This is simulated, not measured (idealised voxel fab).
The following is a process module called voxel released beams.
Cross-sectional view cut (width: 180 nm; square cell size: 5 nm).
We lay out every cross-section as a grid of square cells and spell it out in bands from the top down, where one band means one or more rows of cells.
In this notation a band is specified by the heights of its top and bottom, in that order and in nm, after which its materials appear from left to right, each paired with its width in nm. The word "all across" attached to a single material means that material fills the band from edge to edge; the word "air" stands for empty space.
All heights in this document are referenced to 0, defined as the level beneath which the wafer, as received, consists entirely of one material. The lowest band is not bounded below; it extends indefinitely downward and is written in the form "0 nm and below".
Note: "30 to 40" means the width goes from the first number (top row of the band) to the second number (bottom row) in equal steps per row of cells.
When a step is marked "no change occurred", none of the cells in the cross-section changed during that step.
"Closed empty spaces" specifies each empty space that is not open to the top and that occupies no fewer than 8 cells, using the form width x height at distance, the distance measured from the left edge and all three quantities in nm.
Where a step's line continues beyond its settings, the continuation is a remark by the simulator itself on that step.
Among the settings permitted on a step's line is "overlay nm"; applied to a step with a mask, it specifies the extent to which the mask lay to the right of its planned position, whereas a negative figure signifies a position to the left.
Planned step list for the process
1) RECEIVE [material Si]
2) CONFORMAL_DEP [material SiN] [thk nm 5]
3) DIRECTIONAL_DEP [material SiO2] [thk nm 10]
4) MASKED_ETCH [tone open] [mask id ANCHOR] [width nm 35] [etch materials SiO2] [depth nm 10] [overlay nm 0]
5) CONFORMAL_DEP [material TiN] [thk nm 10]
6) MASKED_ETCH [tone cover] [mask id BEAM] [width nm 80] [etch materials TiN] [depth nm 10] [overlay nm 0]
7) STRIP [etch materials SiO2]
First wafer out of two, processed as planned
Cross-section, incoming material, after step 1
    0 nm and below | Si all across
    Closed empty spaces: none
Sectional view: wafer, after step 2
    5 nm to 0 nm | SiN all across
    Nothing below the height 0 has changed.
Sectional view: wafer, after step 3
    15 nm to 5 nm | SiO2 all across
    Nothing below the height 5 has changed.
Sectional view: wafer, after step 4
    15 nm to 5 nm | 50 SiO2; 35 air; 95 SiO2
    Nothing below the height 5 has changed.
Sectional view: wafer, after step 5
    25 nm to 15 nm | 60 TiN; 15 air; 105 TiN
    15 nm to 5 nm | 50 SiO2; 35 TiN; 95 SiO2
    Nothing below the height 5 has changed.
Sectional view: wafer, after step 6
    25 nm to 15 nm | 45 air; 15 TiN; 15 air; 50 TiN; 55 air
    Nothing below the height 15 has changed.
Sectional view: wafer, after step 7
    25 nm to 15 nm | 45 air; 15 TiN; 15 air; 50 TiN; 55 air
    15 nm to 5 nm | 50 air; 35 TiN; 95 air
    Nothing below the height 5 has changed.
Second wafer, same starting conditions and recipe as the first, one mistake in executing it, nothing differs from the first up to and including step 2
Cross-sectional view of the second wafer at the intended end time of process step 3: no change occurred
Cross-sectional view of the second wafer at the intended end time of process step 4: no change occurred
Cross-sectional view of the second wafer at the intended end time of process step 5
    15 nm to 5 nm | TiN all across
    Nothing below the height 5 has changed.
Cross-sectional view of the second wafer at the intended end time of process step 6
    15 nm to 5 nm | 45 air; 80 TiN; 55 air
    Nothing below the height 5 has changed.
Cross-sectional view of the second wafer at the intended end time of process step 7: no change occurred
Which mistake was made when the wafer was run? step 3 from the plan never happened, it was just skipped
Final difference in cells, second wafer against first, listed per material as more or fewer: TiN -8
